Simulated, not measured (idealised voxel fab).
Process module, titled voxel capacitor over wiring
Xsec cut, 230 nm wide, square cell size 5 nm.
Cross-section, as written here: a square-cell grid given band by band from the top down, where a band holds one or more rows of cells.
Band: top height; bottom height; in nm. Then, left to right: material with width in nm, for each material. "full width": a single material spanning edge to edge. "blank": empty space.
Heights are expressed relative to 0, this being the level below which the as-received wafer comprises one material exclusively. The lowest band is unbounded in the downward direction and is denoted as in "top 0, no bottom".
You'd read "30->40" like this: the band's top row of cells is as wide as the first number, its bottom row is as wide as the second, and going down, every row changes width by the same amount as the row before did.
Where the words "same as before" appear for a step, the cross-section shows no cell changed by that step; every cell remained as before.
"Fully closed voids" - sealed voids, min. 8 cells, no opening to top; format: width x height at distance (distance from left edge; nm throughout).
Step line, after settings: the simulator's comment on this step.
overlay nm: step with mask; distance mask lay right of planned place; negative value = left of planned place.

[Below is the list of planned process steps]
1,RECEIVE, material Si
2,CONFORMAL_DEP, material SiO2, thk nm 10
3,DIRECTIONAL_DEP, material TiN, thk nm 5
4,DIRECTIONAL_DEP, material Ru, thk nm 25
5,DIRECTIONAL_DEP, material aC, thk nm 15
6,PATTERN, tone cover, mask id METAL_1, material resist, width nm 25, pitch nm 90, thk nm 30, overlay nm 0
7,DIRECTIONAL_ETCH, etch materials aC, depth nm 15
8,STRIP, etch materials resist
9,DIRECTIONAL_ETCH, etch materials Ru, depth nm 25
10,DIRECTIONAL_ETCH, etch materials TiN, depth nm 5
11,STRIP, etch materials aC
12,CONFORMAL_DEP, material SiCN, thk nm 5
13,FILL_DEP, material SiO2, thk nm 10
14,CMP, height nm 40
15,CONFORMAL_DEP, material SiCN, thk nm 5
16,DIRECTIONAL_DEP, material SiO2, thk nm 20
17,PATTERN, tone open, mask id PLUG_1, material resist, width nm 15, thk nm 15, overlay nm 0
18,DIRECTIONAL_ETCH, etch materials SiO2, depth nm 20
19,DIRECTIONAL_ETCH, etch materials SiCN, depth nm 5
20,STRIP, etch materials resist
21,CONFORMAL_DEP, material TiN, thk nm 5
22,FILL_DEP, material Ru, thk nm 5
23,CMP, height nm 65
24,DIRECTIONAL_DEP, material TiN, thk nm 5
25,DIRECTIONAL_DEP, material HfO2, thk nm 5
26,DIRECTIONAL_DEP, material TiN, thk nm 5
27,DIRECTIONAL_DEP, material aC, thk nm 10
28,PATTERN, tone cover, mask id UPPER_PLATE, material resist, width nm 70, thk nm 25, overlay nm 0
29,DIRECTIONAL_ETCH, etch materials aC, depth nm 10
30,STRIP, etch materials resist
31,DIRECTIONAL_ETCH, etch materials TiN, depth nm 5
32,DIRECTIONAL_ETCH, etch materials HfO2, depth nm 5
33,STRIP, etch materials aC
34,DIRECTIONAL_DEP, material aC, thk nm 10
35,PATTERN, tone cover, mask id LOWER_PLATE, material resist, width nm 80, thk nm 30, overlay nm 0
36,DIRECTIONAL_ETCH, etch materials aC, depth nm 10
37,STRIP, etch materials resist
38,DIRECTIONAL_ETCH, etch materials TiN, depth nm 5
39,STRIP, etch materials aC
40,FILL_DEP, material SiO2, thk nm 15
41,CMP, height nm 90
42,PATTERN, tone open, mask id PLUG_2, material resist, width nm 15, thk nm 20, overlay nm 0
43,DIRECTIONAL_ETCH, etch materials SiO2, depth nm 10
44,STRIP, etch materials resist
45,CONFORMAL_DEP, material TiN, thk nm 5
46,FILL_DEP, material W, thk nm 10
47,CMP, height nm 90
48,CONFORMAL_DEP, material SiN, thk nm 5

[First out of two wafers; run went to plan]

[Cross-sectional view of the wafer in its as-received condition, corresponding to the state after step 1]
	top 0, no bottom  Si full width
	Fully closed voids: none

[Wafer xsec, post step 2]
	top 10, bottom 0  SiO2 full width
	Everything below 0 is unchanged.

[Wafer xsec, post step 3]
	top 15, bottom 10  TiN full width
	Everything below 10 is unchanged.

[Wafer xsec, post step 4]
	top 40, bottom 15  Ru full width
	Everything below 15 is unchanged.

[Wafer xsec, post step 5]
	top 55, bottom 40  aC full width
	Everything below 40 is unchanged.

[Wafer xsec, post step 6]
	top 85, bottom 55  55 nm blank, then 25 nm resist, then 65 nm blank, then 25 nm resist, then 60 nm blank
	Everything below 55 is unchanged.

[Wafer xsec, post step 7]
	top 70, bottom 55  55 nm blank, then 25 nm resist, then 65 nm blank, then 25 nm resist, then 60 nm blank
	top 55, bottom 40  55 nm blank, then 25 nm aC, then 65 nm blank, then 25 nm aC, then 60 nm blank
	Everything below 40 is unchanged.

[Wafer xsec, post step 8]
	top 55, bottom 40  55 nm blank, then 25 nm aC, then 65 nm blank, then 25 nm aC, then 60 nm blank
	Everything below 40 is unchanged.

[Wafer xsec, post step 9]
	top 55, bottom 40  55 nm blank, then 25 nm aC, then 65 nm blank, then 25 nm aC, then 60 nm blank
	top 40, bottom 15  55 nm blank, then 25 nm Ru, then 65 nm blank, then 25 nm Ru, then 60 nm blank
	Everything below 15 is unchanged.

[Wafer xsec, post step 10]
	top 55, bottom 40  55 nm blank, then 25 nm aC, then 65 nm blank, then 25 nm aC, then 60 nm blank
	top 40, bottom 15  55 nm blank, then 25 nm Ru, then 65 nm blank, then 25 nm Ru, then 60 nm blank
	top 15, bottom 10  55 nm blank, then 25 nm TiN, then 65 nm blank, then 25 nm TiN, then 60 nm blank
	Everything below 10 is unchanged.

[Wafer xsec, post step 11]
	top 40, bottom 15  55 nm blank, then 25 nm Ru, then 65 nm blank, then 25 nm Ru, then 60 nm blank
	Everything below 15 is unchanged.

[Wafer xsec, post step 12]
	top 45, bottom 40  50 nm blank, then 35 nm SiCN, then 55 nm blank, then 35 nm SiCN, then 55 nm blank
	top 40, bottom 15  50 nm blank, then 5 nm SiCN, then 25 nm Ru, then 5 nm SiCN, then 55 nm blank, then 5 nm SiCN, then 25 nm Ru, then 5 nm SiCN, then 55 nm blank
	top 15, bottom 10  55 nm SiCN, then 25 nm TiN, then 65 nm SiCN, then 25 nm TiN, then 60 nm SiCN
	Everything below 10 is unchanged.

[Wafer xsec, post step 13]
	top 55, bottom 45  SiO2 full width
	top 45, bottom 40  50 nm SiO2, then 35 nm SiCN, then 55 nm SiO2, then 35 nm SiCN, then 55 nm SiO2
	top 40, bottom 15  50 nm SiO2, then 5 nm SiCN, then 25 nm Ru, then 5 nm SiCN, then 55 nm SiO2, then 5 nm SiCN, then 25 nm Ru, then 5 nm SiCN, then 55 nm SiO2
	Everything below 15 is unchanged.

[Wafer xsec, post step 14]
	top 40, bottom 15  50 nm SiO2, then 5 nm SiCN, then 25 nm Ru, then 5 nm SiCN, then 55 nm SiO2, then 5 nm SiCN, then 25 nm Ru, then 5 nm SiCN, then 55 nm SiO2
	Everything below 15 is unchanged.

[Wafer xsec, post step 15]
	top 45, bottom 40  SiCN full width
	Everything below 40 is unchanged.

[Wafer xsec, post step 16]
	top 65, bottom 45  SiO2 full width
	Everything below 45 is unchanged.

[Wafer xsec, post step 17]
	top 80, bottom 65  65 nm resist, then 15 nm blank, then 150 nm resist
	Everything below 65 is unchanged.

[Wafer xsec, post step 18]
	top 80, bottom 65  65 nm resist, then 15 nm blank, then 150 nm resist
	top 65, bottom 45  65 nm SiO2, then 15 nm blank, then 150 nm SiO2
	Everything below 45 is unchanged.

[Wafer xsec, post step 19]
	top 80, bottom 65  65 nm resist, then 15 nm blank, then 150 nm resist
	top 65, bottom 45  65 nm SiO2, then 15 nm blank, then 150 nm SiO2
	top 45, bottom 40  65 nm SiCN, then 15 nm blank, then 150 nm SiCN
	Everything below 40 is unchanged.

[Wafer xsec, post step 20]
	top 65, bottom 45  65 nm SiO2, then 15 nm blank, then 150 nm SiO2
	Everything below 45 is unchanged.

[Wafer xsec, post step 21]
	top 70, bottom 65  70 nm TiN, then 5 nm blank, then 155 nm TiN
	top 65, bottom 45  65 nm SiO2, then 5 nm TiN, then 5 nm blank, then 5 nm TiN, then 150 nm SiO2
	top 45, bottom 40  65 nm SiCN, then 15 nm TiN, then 150 nm SiCN
	Everything below 40 is unchanged.

[Wafer xsec, post step 22]
	top 75, bottom 70  Ru full width
	top 70, bottom 65  70 nm TiN, then 5 nm Ru, then 155 nm TiN
	top 65, bottom 45  65 nm SiO2, then 5 nm TiN, then 5 nm Ru, then 5 nm TiN, then 150 nm SiO2
	Everything below 45 is unchanged.

[Wafer xsec, post step 23]
	top 65, bottom 45  65 nm SiO2, then 5 nm TiN, then 5 nm Ru, then 5 nm TiN, then 150 nm SiO2
	Everything below 45 is unchanged.

[Wafer xsec, post step 24]
	top 70, bottom 65  TiN full width
	Everything below 65 is unchanged.

[Wafer xsec, post step 25]
	top 75, bottom 70  HfO2 full width
	Everything below 70 is unchanged.

[Wafer xsec, post step 26]
	top 80, bottom 75  TiN full width
	Everything below 75 is unchanged.

[Wafer xsec, post step 27]
	top 90, bottom 80  aC full width
	Everything below 80 is unchanged.

[Wafer xsec, post step 28]
	top 115, bottom 90  65 nm blank, then 70 nm resist, then 95 nm blank
	Everything below 90 is unchanged.

[Wafer xsec, post step 29]
	top 105, bottom 90  65 nm blank, then 70 nm resist, then 95 nm blank
	top 90, bottom 80  65 nm blank, then 70 nm aC, then 95 nm blank
	Everything below 80 is unchanged.

[Wafer xsec, post step 30]
	top 90, bottom 80  65 nm blank, then 70 nm aC, then 95 nm blank
	Everything below 80 is unchanged.

[Wafer xsec, post step 31]
	top 90, bottom 80  65 nm blank, then 70 nm aC, then 95 nm blank
	top 80, bottom 75  65 nm blank, then 70 nm TiN, then 95 nm blank
	Everything below 75 is unchanged.

[Wafer xsec, post step 32]
	top 90, bottom 80  65 nm blank, then 70 nm aC, then 95 nm blank
	top 80, bottom 75  65 nm blank, then 70 nm TiN, then 95 nm blank
	top 75, bottom 70  65 nm blank, then 70 nm HfO2, then 95 nm blank
	Everything below 70 is unchanged.

[Wafer xsec, post step 33]
	top 80, bottom 75  65 nm blank, then 70 nm TiN, then 95 nm blank
	Everything below 75 is unchanged.

[Wafer xsec, post step 34]
	top 90, bottom 80  65 nm blank, then 70 nm aC, then 95 nm blank
	top 80, bottom 75  65 nm aC, then 70 nm TiN, then 95 nm aC
	top 75, bottom 70  65 nm aC, then 70 nm HfO2, then 95 nm aC
	Everything below 70 is unchanged.

[Wafer xsec, post step 35]
	top 120, bottom 90  60 nm blank, then 80 nm resist, then 90 nm blank
	top 90, bottom 80  60 nm blank, then 5 nm resist, then 70 nm aC, then 5 nm resist, then 90 nm blank
	Everything below 80 is unchanged.

[Wafer xsec, post step 36]
	top 110, bottom 90  60 nm blank, then 80 nm resist, then 90 nm blank
	top 90, bottom 80  60 nm blank, then 5 nm resist, then 70 nm aC, then 5 nm resist, then 90 nm blank
	top 80, bottom 75  60 nm blank, then 5 nm aC, then 70 nm TiN, then 5 nm aC, then 90 nm blank
	top 75, bottom 70  60 nm blank, then 5 nm aC, then 70 nm HfO2, then 5 nm aC, then 90 nm blank
	Everything below 70 is unchanged.

[Wafer xsec, post step 37]
	top 90, bottom 80  65 nm blank, then 70 nm aC, then 95 nm blank
	Everything below 80 is unchanged.

[Wafer xsec, post step 38]
	top 90, bottom 80  65 nm blank, then 70 nm aC, then 95 nm blank
	top 80, bottom 75  60 nm blank, then 5 nm aC, then 70 nm TiN, then 5 nm aC, then 90 nm blank
	top 75, bottom 70  60 nm blank, then 5 nm aC, then 70 nm HfO2, then 5 nm aC, then 90 nm blank
	top 70, bottom 65  60 nm blank, then 80 nm TiN, then 90 nm blank
	Everything below 65 is unchanged.

[Wafer xsec, post step 39]
	top 80, bottom 75  65 nm blank, then 70 nm TiN, then 95 nm blank
	top 75, bottom 70  65 nm blank, then 70 nm HfO2, then 95 nm blank
	Everything below 70 is unchanged.

[Wafer xsec, post step 40]
	top 95, bottom 80  SiO2 full width
	top 80, bottom 75  65 nm SiO2, then 70 nm TiN, then 95 nm SiO2
	top 75, bottom 70  65 nm SiO2, then 70 nm HfO2, then 95 nm SiO2
	top 70, bottom 65  60 nm SiO2, then 80 nm TiN, then 90 nm SiO2
	Everything below 65 is unchanged.

[Wafer xsec, post step 41]
	top 90, bottom 80  SiO2 full width
	Everything below 80 is unchanged.

[Wafer xsec, post step 42]
	top 110, bottom 90  75 nm resist, then 15 nm blank, then 140 nm resist
	Everything below 90 is unchanged.

[Wafer xsec, post step 43]
	top 110, bottom 90  75 nm resist, then 15 nm blank, then 140 nm resist
	top 90, bottom 80  75 nm SiO2, then 15 nm blank, then 140 nm SiO2
	Everything below 80 is unchanged.

[Wafer xsec, post step 44]
	top 90, bottom 80  75 nm SiO2, then 15 nm blank, then 140 nm SiO2
	Everything below 80 is unchanged.

[Wafer xsec, post step 45]
	top 95, bottom 90  80 nm TiN, then 5 nm blank, then 145 nm TiN
	top 90, bottom 85  75 nm SiO2, then 5 nm TiN, then 5 nm blank, then 5 nm TiN, then 140 nm SiO2
	top 85, bottom 75  75->65 nm SiO2, then 15->70 nm TiN, then 140->95 nm SiO2
	Everything below 75 is unchanged.

[Wafer xsec, post step 46]
	top 105, bottom 95  W full width
	top 95, bottom 90  80 nm TiN, then 5 nm W, then 145 nm TiN
	top 90, bottom 85  75 nm SiO2, then 5 nm TiN, then 5 nm W, then 5 nm TiN, then 140 nm SiO2
	Everything below 85 is unchanged.

[Wafer xsec, post step 47]
	top 90, bottom 85  75 nm SiO2, then 5 nm TiN, then 5 nm W, then 5 nm TiN, then 140 nm SiO2
	Everything below 85 is unchanged.

[Wafer xsec, post step 48]
	top 95, bottom 90  SiN full width
	Everything below 90 is unchanged.

[The second wafer: identical to the first at the outset and in its planned sequence, differing only in that one mistake was made during processing; up to and including step 27, its path is the first wafer's path]

[Cross-section of the second wafer at the time step 28 of the plan should have ended]
	top 115, bottom 90  70 nm blank, then 70 nm resist, then 90 nm blank
	Everything below 90 is unchanged.

[Cross-section of the second wafer at the time step 29 of the plan should have ended]
	top 105, bottom 90  70 nm blank, then 70 nm resist, then 90 nm blank
	top 90, bottom 80  70 nm blank, then 70 nm aC, then 90 nm blank
	Everything below 80 is unchanged.

[Cross-section of the second wafer at the time step 30 of the plan should have ended]
	top 90, bottom 80  70 nm blank, then 70 nm aC, then 90 nm blank
	Everything below 80 is unchanged.

[Cross-section of the second wafer at the time step 31 of the plan should have ended]
	top 90, bottom 80  70 nm blank, then 70 nm aC, then 90 nm blank
	top 80, bottom 75  70 nm blank, then 70 nm TiN, then 90 nm blank
	Everything below 75 is unchanged.

[Cross-section of the second wafer at the time step 32 of the plan should have ended]
	top 90, bottom 80  70 nm blank, then 70 nm aC, then 90 nm blank
	top 80, bottom 75  70 nm blank, then 70 nm TiN, then 90 nm blank
	top 75, bottom 70  70 nm blank, then 70 nm HfO2, then 90 nm blank
	Everything below 70 is unchanged.

[Cross-section of the second wafer at the time step 33 of the plan should have ended]
	top 80, bottom 75  70 nm blank, then 70 nm TiN, then 90 nm blank
	Everything below 75 is unchanged.

[Cross-section of the second wafer at the time step 34 of the plan should have ended]
	top 90, bottom 80  70 nm blank, then 70 nm aC, then 90 nm blank
	top 80, bottom 75  70 nm aC, then 70 nm TiN, then 90 nm aC
	top 75, bottom 70  70 nm aC, then 70 nm HfO2, then 90 nm aC
	Everything below 70 is unchanged.

[Cross-section of the second wafer at the time step 35 of the plan should have ended]
	top 120, bottom 90  60 nm blank, then 80 nm resist, then 90 nm blank
	top 90, bottom 80  60 nm blank, then 10 nm resist, then 70 nm aC, then 90 nm blank
	Everything below 80 is unchanged.

[Cross-section of the second wafer at the time step 36 of the plan should have ended]
	top 110, bottom 90  60 nm blank, then 80 nm resist, then 90 nm blank
	top 90, bottom 80  60 nm blank, then 10 nm resist, then 70 nm aC, then 90 nm blank
	top 80, bottom 75  60 nm blank, then 10 nm aC, then 70 nm TiN, then 90 nm blank
	top 75, bottom 70  60 nm blank, then 10 nm aC, then 70 nm HfO2, then 90 nm blank
	Everything below 70 is unchanged.

[Cross-section of the second wafer at the time step 37 of the plan should have ended]
	top 90, bottom 80  70 nm blank, then 70 nm aC, then 90 nm blank
	Everything below 80 is unchanged.

[Cross-section of the second wafer at the time step 38 of the plan should have ended]
	top 90, bottom 80  70 nm blank, then 70 nm aC, then 90 nm blank
	top 80, bottom 75  60 nm blank, then 10 nm aC, then 70 nm TiN, then 90 nm blank
	top 75, bottom 70  60 nm blank, then 10 nm aC, then 70 nm HfO2, then 90 nm blank
	top 70, bottom 65  60 nm blank, then 80 nm TiN, then 90 nm blank
	Everything below 65 is unchanged.

[Cross-section of the second wafer at the time step 39 of the plan should have ended]
	top 80, bottom 75  70 nm blank, then 70 nm TiN, then 90 nm blank
	top 75, bottom 70  70 nm blank, then 70 nm HfO2, then 90 nm blank
	Everything below 70 is unchanged.

[Cross-section of the second wafer at the time step 40 of the plan should have ended]
	top 95, bottom 80  SiO2 full width
	top 80, bottom 75  70 nm SiO2, then 70 nm TiN, then 90 nm SiO2
	top 75, bottom 70  70 nm SiO2, then 70 nm HfO2, then 90 nm SiO2
	top 70, bottom 65  60 nm SiO2, then 80 nm TiN, then 90 nm SiO2
	Everything below 65 is unchanged.

[Cross-section of the second wafer at the time step 41 of the plan should have ended]
	top 90, bottom 80  SiO2 full width
	Everything below 80 is unchanged.

[Cross-section of the second wafer at the time step 42 of the plan should have ended]
	top 110, bottom 90  75 nm resist, then 15 nm blank, then 140 nm resist
	Everything below 90 is unchanged.

[Cross-section of the second wafer at the time step 43 of the plan should have ended]
	top 110, bottom 90  75 nm resist, then 15 nm blank, then 140 nm resist
	top 90, bottom 80  75 nm SiO2, then 15 nm blank, then 140 nm SiO2
	Everything below 80 is unchanged.

[Cross-section of the second wafer at the time step 44 of the plan should have ended]
	top 90, bottom 80  75 nm SiO2, then 15 nm blank, then 140 nm SiO2
	Everything below 80 is unchanged.

[Cross-section of the second wafer at the time step 45 of the plan should have ended]
	top 95, bottom 90  80 nm TiN, then 5 nm blank, then 145 nm TiN
	top 90, bottom 85  75 nm SiO2, then 5 nm TiN, then 5 nm blank, then 5 nm TiN, then 140 nm SiO2
	top 85, bottom 75  75->70 nm SiO2, then 15->70 nm TiN, then 140->90 nm SiO2
	Everything below 75 is unchanged.

[Cross-section of the second wafer at the time step 46 of the plan should have ended]
	top 105, bottom 95  W full width
	top 95, bottom 90  80 nm TiN, then 5 nm W, then 145 nm TiN
	top 90, bottom 85  75 nm SiO2, then 5 nm TiN, then 5 nm W, then 5 nm TiN, then 140 nm SiO2
	Everything below 85 is unchanged.

[Cross-section of the second wafer at the time step 47 of the plan should have ended]
	top 90, bottom 85  75 nm SiO2, then 5 nm TiN, then 5 nm W, then 5 nm TiN, then 140 nm SiO2
	Everything below 85 is unchanged.

[Cross-section of the second wafer at the time step 48 of the plan should have ended]
	top 95, bottom 90  SiN full width
	Everything below 90 is unchanged.
Deviation from plan: so step 28 ended up running with a different setting than we planned, it ran as PATTERN, tone cover, mask id UPPER_PLATE, material resist, width nm 70, thk nm 25, overlay nm 5
at the end the second wafer has, in cells: as many of each material as the first, in other places
